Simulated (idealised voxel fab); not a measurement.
A process module follows: voxel capacitor over wiring.
Pictured: cross-section cut, 285 nm wide, on a grid of 5 nm square cells.
For the purposes of this document, a cross-section shall be understood as a grid of square cells, specified as bands listed in top-to-bottom order, each band consisting of one or more rows of cells. What a band's entry tells you: where the top is and where the bottom is, as heights in nm, and after that what lies inside, material by material from left to right, each with its width in nm. Empty space is written as the word "air", and a single material marked with the word "everywhere" occupies the band from edge to edge. Note: height 0 marks the level under which the wafer is uniformly one material as received. Lowest band unbounded below, written "0..down". Graded width ("30 to 40"): value in top row of band = first number; value in bottom row = second number; row-to-row change constant. For the purposes of this document, the phrase "no change" attached to a step denotes that no cell within the cross-section was modified by that step. Voids not open to the top, 8 cells minimum: see "Closed internal cavities". Written width x height at distance; distance is from the left edge; nm. Post-settings text on a step line: simulator's own remark regarding the step. overlay nm: where the mask lay relative to plan, measured to the right, on steps with a mask; negatives go left.

[The process steps that were planned are listed below]
- 1: RECEIVE [material Si]
- 2: CONFORMAL_DEP [material SiO2] [thk nm 15]
- 3: DIRECTIONAL_DEP [material TiN] [thk nm 5]
- 4: DIRECTIONAL_DEP [material W] [thk nm 25]
- 5: MASKED_ETCH [tone cover] [mask id METAL_1] [width nm 20] [pitch nm 85] [etch materials W] [depth nm 25] [overlay nm 0]
- 6: MASKED_ETCH [tone cover] [mask id METAL_1] [width nm 20] [pitch nm 85] [etch materials TiN] [depth nm 5] [overlay nm 0]
- 7: CONFORMAL_DEP [material SiCN] [thk nm 5]
- 8: FILL_DEP [material SiO2] [thk nm 5]
- 9: CMP [height nm 45]
- 10: CONFORMAL_DEP [material SiCN] [thk nm 5]
- 11: DIRECTIONAL_DEP [material SiO2] [thk nm 15]
- 12: PATTERN [tone open] [mask id PLUG_1] [material resist] [width nm 15] [thk nm 20] [overlay nm 0]
- 13: DIRECTIONAL_ETCH [etch materials SiO2] [depth nm 15]
- 14: DIRECTIONAL_ETCH [etch materials SiCN] [depth nm 5]
- 15: STRIP [etch materials resist]
- 16: EPI [material Ru] [thk nm 10]
- 17: EPI [material Ru] [thk nm 10]
- 18: DIRECTIONAL_DEP [material TiN] [thk nm 5]
- 19: DIRECTIONAL_DEP [material SiN] [thk nm 5]
- 20: DIRECTIONAL_DEP [material TiN] [thk nm 5]
- 21: MASKED_ETCH [tone cover] [mask id UPPER_PLATE] [width nm 70] [etch materials TiN] [depth nm 5] [overlay nm 0]
- 22: MASKED_ETCH [tone cover] [mask id UPPER_PLATE] [width nm 70] [etch materials SiN] [depth nm 5] [overlay nm 0]
- 23: MASKED_ETCH [tone cover] [mask id LOWER_PLATE] [width nm 80] [etch materials TiN] [depth nm 5] [overlay nm 0]
- 24: FILL_DEP [material SiO2] [thk nm 20]
- 25: CMP [height nm 95]
- 26: PATTERN [tone open] [mask id PLUG_2] [material resist] [width nm 15] [thk nm 15] [overlay nm 0]
- 27: DIRECTIONAL_ETCH [etch materials SiO2] [depth nm 5]
- 28: STRIP [etch materials resist]
- 29: CONFORMAL_DEP [material TiN] [thk nm 5]
- 30: FILL_DEP [material Cu] [thk nm 5]
- 31: CMP [height nm 95]
- 32: CONFORMAL_DEP [material SiN] [thk nm 5]
For this document, wafers share an identical start and vary in the step 27 depth nm; the plan quotes the first wafer's value.

[Step 1 complete: as-received cross-section of the first of several wafers]
	0..down = Si everywhere
	Closed internal cavities: none

[Post step 32, the closing step of the module: first of several wafers, cross-sectioned]
	100..95 = SiN everywhere
	95..90 = SiO2: 105  TiN: 15  SiO2: 165
	90..80 = SiO2 everywhere
	80..75 = SiO2: 95  TiN: 70  SiO2: 120
	75..70 = SiO2: 95  SiN: 70  SiO2: 120
	70..65 = SiO2: 90  TiN: 80  SiO2: 115
	65..50 = SiO2: 95  Ru: 15  SiO2: 175
	50..45 = SiCN: 95  Ru: 15  SiCN: 175
	45..20 = SiO2: 85  SiCN: 5  W: 20  SiCN: 5  SiO2: 55  SiCN: 5  W: 20  SiCN: 5  SiO2: 85
	20..15 = SiCN: 90  TiN: 20  SiCN: 65  TiN: 20  SiCN: 90
	15..0 = SiO2 everywhere
	0..down = Si everywhere
	Closed internal cavities: none

[Cross-section, module end, final of several wafers]
	100..95 = SiN everywhere
	95..85 = SiO2: 105  TiN: 5  Cu: 5  TiN: 5  SiO2: 165
	85..75 = SiO2: 105 to 95  TiN: 15 to 70  SiO2: 165 to 120
	75..70 = SiO2: 95  SiN: 70  SiO2: 120
	70..65 = SiO2: 90  TiN: 80  SiO2: 115
	65..50 = SiO2: 95  Ru: 15  SiO2: 175
	50..45 = SiCN: 95  Ru: 15  SiCN: 175
	45..20 = SiO2: 85  SiCN: 5  W: 20  SiCN: 5  SiO2: 55  SiCN: 5  W: 20  SiCN: 5  SiO2: 85
	20..15 = SiCN: 90  TiN: 20  SiCN: 65  TiN: 20  SiCN: 90
	15..0 = SiO2 everywhere
	0..down = Si everywhere
	Closed internal cavities: none

[Gained (+) or lost (-) cells of each material since receipt, then closed voids: one row per wafer, at the end of the module]
depth nm 5, +12 Ru, +123 SiCN, +71 SiN, +853 SiO2, +41 TiN, +40 W, Closed internal cavities: none
depth nm 10, +1 Cu, +12 Ru, +123 SiCN, +71 SiN, +850 SiO2, +43 TiN, +40 W, Closed internal cavities: none
depth nm 15, +2 Cu, +12 Ru, +123 SiCN, +71 SiN, +847 SiO2, +45 TiN, +40 W, Closed internal cavities: none
depth nm 20, +2 Cu, +12 Ru, +123 SiCN, +71 SiN, +847 SiO2, +45 TiN, +40 W, Closed internal cavities: none
depth nm 25, +2 Cu, +12 Ru, +123 SiCN, +71 SiN, +847 SiO2, +45 TiN, +40 W, Closed internal cavities: none
depth nm 30, +2 Cu, +12 Ru, +123 SiCN, +71 SiN, +847 SiO2, +45 TiN, +40 W, Closed internal cavities: none
